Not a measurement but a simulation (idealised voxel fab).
process module | voxel self aligned contacts
cross-section cut | 280 nm wide | cells 5 nm
A cross-section is a grid of square cells, given in bands from the top down. A band is one or more rows of cells.
Each band's line starts with the height of the band's top and of its bottom, in nm. Then come its materials from left to right, each with its width in nm. One material with "throughout" fills the band from edge to edge. "air" is empty space.
Height 0 is the level under which the wafer as received is all one material. The lowest band goes on downwards, as in "0 down".
A width such as "30 to 40" changes by the same amount from each row of cells to the next, from the band's top row to its bottom row.
"no change" after a step means that no cell of the cross-section changed.
closed voids: empty space of 8 cells or more with no open way to the top, each as width x height at its distance from the left edge, in nm
after a step's settings: what the simulator itself notes on the step
overlay nm, on a step with a mask: how far to the right of its planned place the mask lay; to the left if negative
plan
1 op RECEIVE | material Si
2 op CONFORMAL_DEP | material SiO2 | thk nm 5
3 op DIRECTIONAL_DEP | material polySi | thk nm 20
4 op DIRECTIONAL_DEP | material SiN | thk nm 20
5 op MASKED_ETCH | tone cover | mask id GATE | width nm 30 | pitch nm 65 | etch materials SiN | depth nm 20 | overlay nm 0
6 op MASKED_ETCH | tone cover | mask id GATE | width nm 30 | pitch nm 65 | etch materials polySi | depth nm 20 | overlay nm 0
7 op CONFORMAL_DEP | material SiN | thk nm 10
8 op DIRECTIONAL_ETCH | etch materials SiN | depth nm 10
9 op FILL_DEP | material SiO2 | thk nm 15
10 op CMP | height nm 50
11 op PATTERN | tone open | mask id CONTACT | material resist | width nm 45 | pitch nm 65 | thk nm 15 | overlay nm 0
12 op DIRECTIONAL_ETCH | etch materials SiO2 | depth nm 50
13 op STRIP | etch materials resist
14 op CONFORMAL_DEP | material TiN | thk nm 5
15 op FILL_DEP | material Ru | thk nm 10
16 op CMP | height nm 50
17 op CONFORMAL_DEP | material SiN | thk nm 5
first wafer, as planned
as received, after step 1
  0 down: Si throughout
  closed voids: none
after step 2
  5 to 0: SiO2 throughout
  below 0: unchanged
after step 3
  25 to 5: polySi throughout
  below 5: unchanged
after step 4
  45 to 25: SiN throughout
  below 25: unchanged
after step 5
  45 to 25: air 60 | SiN 30 | air 35 | SiN 30 | air 35 | SiN 30 | air 60
  below 25: unchanged
after step 6
  45 to 25: air 60 | SiN 30 | air 35 | SiN 30 | air 35 | SiN 30 | air 60
  25 to 5: air 60 | polySi 30 | air 35 | polySi 30 | air 35 | polySi 30 | air 60
  below 5: unchanged
after step 7
  55 to 25: air 50 | SiN 50 | air 15 | SiN 50 | air 15 | SiN 50 | air 50
  25 to 15: air 50 | SiN 10 | polySi 30 | SiN 10 | air 15 | SiN 10 | polySi 30 | SiN 10 | air 15 | SiN 10 | polySi 30 | SiN 10 | air 50
  15 to 5: SiN 60 | polySi 30 | SiN 35 | polySi 30 | SiN 35 | polySi 30 | SiN 60
  below 5: unchanged
after step 8
  45 to 25: air 50 | SiN 50 | air 15 | SiN 50 | air 15 | SiN 50 | air 50
  25 to 5: air 50 | SiN 10 | polySi 30 | SiN 10 | air 15 | SiN 10 | polySi 30 | SiN 10 | air 15 | SiN 10 | polySi 30 | SiN 10 | air 50
  below 5: unchanged
after step 9
  60 to 45: SiO2 throughout
  45 to 25: SiO2 50 | SiN 50 | SiO2 15 | SiN 50 | SiO2 15 | SiN 50 | SiO2 50
  25 to 5: SiO2 50 | SiN 10 | polySi 30 | SiN 10 | SiO2 15 | SiN 10 | polySi 30 | SiN 10 | SiO2 15 | SiN 10 | polySi 30 | SiN 10 | SiO2 50
  below 5: unchanged
after step 10
  50 to 45: SiO2 throughout
  below 45: unchanged
after step 11
  65 to 50: resist 85 | air 45 | resist 20 | air 45 | resist 85
  below 50: unchanged
after step 12
  65 to 50: resist 85 | air 45 | resist 20 | air 45 | resist 85
  50 to 45: SiO2 85 | air 45 | SiO2 20 | air 45 | SiO2 85
  45 to 25: SiO2 50 | SiN 50 | air 15 | SiN 50 | air 15 | SiN 50 | SiO2 50
  25 to 5: SiO2 50 | SiN 10 | polySi 30 | SiN 10 | air 15 | SiN 10 | polySi 30 | SiN 10 | air 15 | SiN 10 | polySi 30 | SiN 10 | SiO2 50
  5 to 0: SiO2 100 | air 15 | SiO2 50 | air 15 | SiO2 100
  below 0: unchanged
after step 13
  50 to 45: SiO2 85 | air 45 | SiO2 20 | air 45 | SiO2 85
  below 45: unchanged
after step 14
  55 to 50: TiN 90 | air 35 | TiN 30 | air 35 | TiN 90
  50 to 45: SiO2 85 | TiN 20 | air 5 | TiN 20 | SiO2 20 | TiN 20 | air 5 | TiN 20 | SiO2 85
  45 to 25: SiO2 50 | SiN 50 | TiN 5 | air 5 | TiN 5 | SiN 50 | TiN 5 | air 5 | TiN 5 | SiN 50 | SiO2 50
  25 to 5: SiO2 50 | SiN 10 | polySi 30 | SiN 10 | TiN 5 | air 5 | TiN 5 | SiN 10 | polySi 30 | SiN 10 | TiN 5 | air 5 | TiN 5 | SiN 10 | polySi 30 | SiN 10 | SiO2 50
  5 to 0: SiO2 100 | TiN 15 | SiO2 50 | TiN 15 | SiO2 100
  below 0: unchanged
after step 15
  65 to 55: Ru throughout
  55 to 50: TiN 90 | Ru 35 | TiN 30 | Ru 35 | TiN 90
  50 to 45: SiO2 85 | TiN 20 | Ru 5 | TiN 20 | SiO2 20 | TiN 20 | Ru 5 | TiN 20 | SiO2 85
  45 to 25: SiO2 50 | SiN 50 | TiN 5 | Ru 5 | TiN 5 | SiN 50 | TiN 5 | Ru 5 | TiN 5 | SiN 50 | SiO2 50
  25 to 5: SiO2 50 | SiN 10 | polySi 30 | SiN 10 | TiN 5 | Ru 5 | TiN 5 | SiN 10 | polySi 30 | SiN 10 | TiN 5 | Ru 5 | TiN 5 | SiN 10 | polySi 30 | SiN 10 | SiO2 50
  below 5: unchanged
after step 16
  50 to 45: SiO2 85 | TiN 20 | Ru 5 | TiN 20 | SiO2 20 | TiN 20 | Ru 5 | TiN 20 | SiO2 85
  below 45: unchanged
after step 17
  55 to 50: SiN throughout
  below 50: unchanged
second wafer: like start, like plan, one mistake. Through step 3 it matches the first wafer
when step 4 should have ended
  45 to 25: SiO2 throughout
  below 25: unchanged
when step 5 should have ended: no change
when step 6 should have ended: no change
when step 7 should have ended
  55 to 45: SiN throughout
  below 45: unchanged
when step 8 should have ended
  45 to 25: SiO2 throughout
  below 25: unchanged
when step 9 should have ended
  60 to 25: SiO2 throughout
  below 25: unchanged
when step 10 should have ended
  50 to 25: SiO2 throughout
  below 25: unchanged
when step 11 should have ended
  65 to 50: resist 85 | air 45 | resist 20 | air 45 | resist 85
  below 50: unchanged
when step 12 should have ended
  65 to 50: resist 85 | air 45 | resist 20 | air 45 | resist 85
  50 to 25: SiO2 85 | air 45 | SiO2 20 | air 45 | SiO2 85
  below 25: unchanged
when step 13 should have ended
  50 to 25: SiO2 85 | air 45 | SiO2 20 | air 45 | SiO2 85
  below 25: unchanged
when step 14 should have ended
  55 to 50: TiN 90 | air 35 | TiN 30 | air 35 | TiN 90
  50 to 30: SiO2 85 | TiN 5 | air 35 | TiN 5 | SiO2 20 | TiN 5 | air 35 | TiN 5 | SiO2 85
  30 to 25: SiO2 85 | TiN 45 | SiO2 20 | TiN 45 | SiO2 85
  below 25: unchanged
when step 15 should have ended
  65 to 55: Ru throughout
  55 to 50: TiN 90 | Ru 35 | TiN 30 | Ru 35 | TiN 90
  50 to 30: SiO2 85 | TiN 5 | Ru 35 | TiN 5 | SiO2 20 | TiN 5 | Ru 35 | TiN 5 | SiO2 85
  below 30: unchanged
when step 16 should have ended
  50 to 30: SiO2 85 | TiN 5 | Ru 35 | TiN 5 | SiO2 20 | TiN 5 | Ru 35 | TiN 5 | SiO2 85
  below 30: unchanged
when step 17 should have ended
  55 to 50: SiN throughout
  below 50: unchanged
what went wrong: step 4 ran as: op DIRECTIONAL_DEP | material SiO2 | thk nm 20
at the end the second wafer has, in cells: 38 more of Ru | 168 fewer of SiN | 2 fewer of SiO2 | 20 fewer of TiN | 152 more of polySi
